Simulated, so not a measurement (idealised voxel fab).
The following process module bears the name voxel air gaps.
Pictured: cross-section cut, 205 nm wide, on a grid of 5 nm square cells.
Just so we're on the same page, the cross-sections are grids of square cells, and they're listed out in bands top to bottom, each band one or more rows deep. Basically the band line says how high the top is and how high the bottom is, in nm, and then what's in it from left to right, every material with its width in nm. Empty space shows up as "empty", and if a single material carries "edge to edge" it runs the full band edge to edge. For the purposes of this specification, 0 denotes the height below which the wafer in its as-received condition is composed wholly of one material, and the lowermost band, lacking a lower limit, extends downward without end, as expressed in "top 0, no bottom". When a width is written as two numbers, as in "30->40", the first number is the width in the top row of cells of the band and the second is the width in its bottom row, and the width changes by the same amount from each row to the next. "no change" (step): cross-section cells unchanged, all of them. The entry "Enclosed void catalog" lists the empty spaces that cover at least 8 cells and have no open path to the top. Each is written as width x height at distance, where the distance is measured from the left edge and all three values are in nm. Heads up: the bit after the settings on a step's line is the simulator's remark on that step. overlay nm: step with mask; distance mask lay right of planned place; negative value = left of planned place.

# The process steps that were planned are listed below
1 RECEIVE [material Si]
2 CONFORMAL_DEP [material SiO2] [thk nm 15]
3 CONFORMAL_DEP [material SiN] [thk nm 5]
4 DIRECTIONAL_DEP [material lowk] [thk nm 40]
5 DIRECTIONAL_DEP [material aC] [thk nm 15]
6 PATTERN [tone open] [mask id LINES] [material resist] [width nm 25] [pitch nm 50] [thk nm 30] [overlay nm 0]
7 DIRECTIONAL_ETCH [etch materials aC] [depth nm 15]
8 STRIP [etch materials resist]
9 DIRECTIONAL_ETCH [etch materials lowk] [depth nm 40]
10 STRIP [etch materials aC]
11 CONFORMAL_DEP [material TiN] [thk nm 5]
12 FILL_DEP [material W] [thk nm 10]
13 CMP [height nm 60]
14 EPI [material Ru] [thk nm 10]
15 SELECTIVE_ETCH [etch materials lowk] [depth nm 50]
16 CONFORMAL_DEP [material SiCN] [thk nm 5]

# The first of a set of two wafers, run to plan

# Cross-section of the wafer at receipt, which is the condition after step 1
    top 0, no bottom  Si edge to edge
    Enclosed void catalog: none

# Wafer xsec, post step 2
    top 15, bottom 0  SiO2 edge to edge
    below 0: unchanged

# Wafer xsec, post step 3
    top 20, bottom 15  SiN edge to edge
    below 15: unchanged

# Wafer xsec, post step 4
    top 60, bottom 20  lowk edge to edge
    below 20: unchanged

# Wafer xsec, post step 5
    top 75, bottom 60  aC edge to edge
    below 60: unchanged

# Wafer xsec, post step 6
    top 105, bottom 75  40 nm resist | 25 nm empty | 25 nm resist | 25 nm empty | 25 nm resist | 25 nm empty | 40 nm resist
    below 75: unchanged

# Wafer xsec, post step 7
    top 90, bottom 75  40 nm resist | 25 nm empty | 25 nm resist | 25 nm empty | 25 nm resist | 25 nm empty | 40 nm resist
    top 75, bottom 60  40 nm aC | 25 nm empty | 25 nm aC | 25 nm empty | 25 nm aC | 25 nm empty | 40 nm aC
    below 60: unchanged

# Wafer xsec, post step 8
    top 75, bottom 60  40 nm aC | 25 nm empty | 25 nm aC | 25 nm empty | 25 nm aC | 25 nm empty | 40 nm aC
    below 60: unchanged

# Wafer xsec, post step 9
    top 75, bottom 60  40 nm aC | 25 nm empty | 25 nm aC | 25 nm empty | 25 nm aC | 25 nm empty | 40 nm aC
    top 60, bottom 20  40 nm lowk | 25 nm empty | 25 nm lowk | 25 nm empty | 25 nm lowk | 25 nm empty | 40 nm lowk
    below 20: unchanged

# Wafer xsec, post step 10
    top 60, bottom 20  40 nm lowk | 25 nm empty | 25 nm lowk | 25 nm empty | 25 nm lowk | 25 nm empty | 40 nm lowk
    below 20: unchanged

# Wafer xsec, post step 11
    top 65, bottom 60  45 nm TiN | 15 nm empty | 35 nm TiN | 15 nm empty | 35 nm TiN | 15 nm empty | 45 nm TiN
    top 60, bottom 25  40 nm lowk | 5 nm TiN | 15 nm empty | 5 nm TiN | 25 nm lowk | 5 nm TiN | 15 nm empty | 5 nm TiN | 25 nm lowk | 5 nm TiN | 15 nm empty | 5 nm TiN | 40 nm lowk
    top 25, bottom 20  40 nm lowk | 25 nm TiN | 25 nm lowk | 25 nm TiN | 25 nm lowk | 25 nm TiN | 40 nm lowk
    below 20: unchanged

# Wafer xsec, post step 12
    top 75, bottom 65  W edge to edge
    top 65, bottom 60  45 nm TiN | 15 nm W | 35 nm TiN | 15 nm W | 35 nm TiN | 15 nm W | 45 nm TiN
    top 60, bottom 25  40 nm lowk | 5 nm TiN | 15 nm W | 5 nm TiN | 25 nm lowk | 5 nm TiN | 15 nm W | 5 nm TiN | 25 nm lowk | 5 nm TiN | 15 nm W | 5 nm TiN | 40 nm lowk
    below 25: unchanged

# Wafer xsec, post step 13
    top 60, bottom 25  40 nm lowk | 5 nm TiN | 15 nm W | 5 nm TiN | 25 nm lowk | 5 nm TiN | 15 nm W | 5 nm TiN | 25 nm lowk | 5 nm TiN | 15 nm W | 5 nm TiN | 40 nm lowk
    below 25: unchanged

# Wafer xsec, post step 14
    top 70, bottom 60  30 nm empty | 45 nm Ru | 5 nm empty | 45 nm Ru | 5 nm empty | 45 nm Ru | 30 nm empty
    below 60: unchanged

# Wafer xsec, post step 15
    top 70, bottom 60  30 nm empty | 45 nm Ru | 5 nm empty | 45 nm Ru | 5 nm empty | 45 nm Ru | 30 nm empty
    top 60, bottom 25  40 nm empty | 5 nm TiN | 15 nm W | 5 nm TiN | 25 nm empty | 5 nm TiN | 15 nm W | 5 nm TiN | 25 nm empty | 5 nm TiN | 15 nm W | 5 nm TiN | 40 nm empty
    top 25, bottom 20  40 nm empty | 25 nm TiN | 25 nm empty | 25 nm TiN | 25 nm empty | 25 nm TiN | 40 nm empty
    below 20: unchanged

# Wafer xsec, post step 16
    top 75, bottom 70  25 nm empty | 155 nm SiCN | 25 nm empty
    top 70, bottom 60  25 nm empty | 5 nm SiCN | 45 nm Ru | 5 nm SiCN | 45 nm Ru | 5 nm SiCN | 45 nm Ru | 5 nm SiCN | 25 nm empty
    top 60, bottom 55  25 nm empty | 15 nm SiCN | 5 nm TiN | 15 nm W | 5 nm TiN | 25 nm SiCN | 5 nm TiN | 15 nm W | 5 nm TiN | 25 nm SiCN | 5 nm TiN | 15 nm W | 5 nm TiN | 15 nm SiCN | 25 nm empty
    top 55, bottom 25  35 nm empty | 5 nm SiCN | 5 nm TiN | 15 nm W | 5 nm TiN | 5 nm SiCN | 15 nm empty | 5 nm SiCN | 5 nm TiN | 15 nm W | 5 nm TiN | 5 nm SiCN | 15 nm empty | 5 nm SiCN | 5 nm TiN | 15 nm W | 5 nm TiN | 5 nm SiCN | 35 nm empty
    top 25, bottom 20  40 nm SiCN | 25 nm TiN | 25 nm SiCN | 25 nm TiN | 25 nm SiCN | 25 nm TiN | 40 nm SiCN
    below 20: unchanged
    Enclosed void catalog: 15 x 30 at 70; 15 x 30 at 120

# Notes, second wafer: start = first wafer's, plan = first wafer's, execution had one mistake; history identical to first through step 15

# Second wafer at the planned finish of step 16, seen in cross-section
    top 85, bottom 70  15 nm empty | 175 nm SiCN | 15 nm empty
    top 70, bottom 60  15 nm empty | 15 nm SiCN | 45 nm Ru | 5 nm SiCN | 45 nm Ru | 5 nm SiCN | 45 nm Ru | 15 nm SiCN | 15 nm empty
    top 60, bottom 55  15 nm empty | 25 nm SiCN | 5 nm TiN | 15 nm W | 5 nm TiN | 25 nm SiCN | 5 nm TiN | 15 nm W | 5 nm TiN | 25 nm SiCN | 5 nm TiN | 15 nm W | 5 nm TiN | 25 nm SiCN | 15 nm empty
    top 55, bottom 45  15 nm empty | 25 nm SiCN | 5 nm TiN | 15 nm W | 5 nm TiN | 5 nm SiCN | 15 nm empty | 5 nm SiCN | 5 nm TiN | 15 nm W | 5 nm TiN | 5 nm SiCN | 15 nm empty | 5 nm SiCN | 5 nm TiN | 15 nm W | 5 nm TiN | 25 nm SiCN | 15 nm empty
    top 45, bottom 35  25 nm empty | 15 nm SiCN | 5 nm TiN | 15 nm W | 5 nm TiN | 5 nm SiCN | 15 nm empty | 5 nm SiCN | 5 nm TiN | 15 nm W | 5 nm TiN | 5 nm SiCN | 15 nm empty | 5 nm SiCN | 5 nm TiN | 15 nm W | 5 nm TiN | 15 nm SiCN | 25 nm empty
    top 35, bottom 25  40 nm SiCN | 5 nm TiN | 15 nm W | 5 nm TiN | 5 nm SiCN | 15 nm empty | 5 nm SiCN | 5 nm TiN | 15 nm W | 5 nm TiN | 5 nm SiCN | 15 nm empty | 5 nm SiCN | 5 nm TiN | 15 nm W | 5 nm TiN | 40 nm SiCN
    top 25, bottom 20  40 nm SiCN | 25 nm TiN | 25 nm SiCN | 25 nm TiN | 25 nm SiCN | 25 nm TiN | 40 nm SiCN
    below 20: unchanged
    Enclosed void catalog: 15 x 30 at 70; 15 x 30 at 120
What was done differently from what was planned? step 16 did not use the planned setting and instead ran as CONFORMAL_DEP [material SiCN] [thk nm 15]
Final difference in cells, second wafer against first, listed per material as more or fewer: 138 more of SiCN
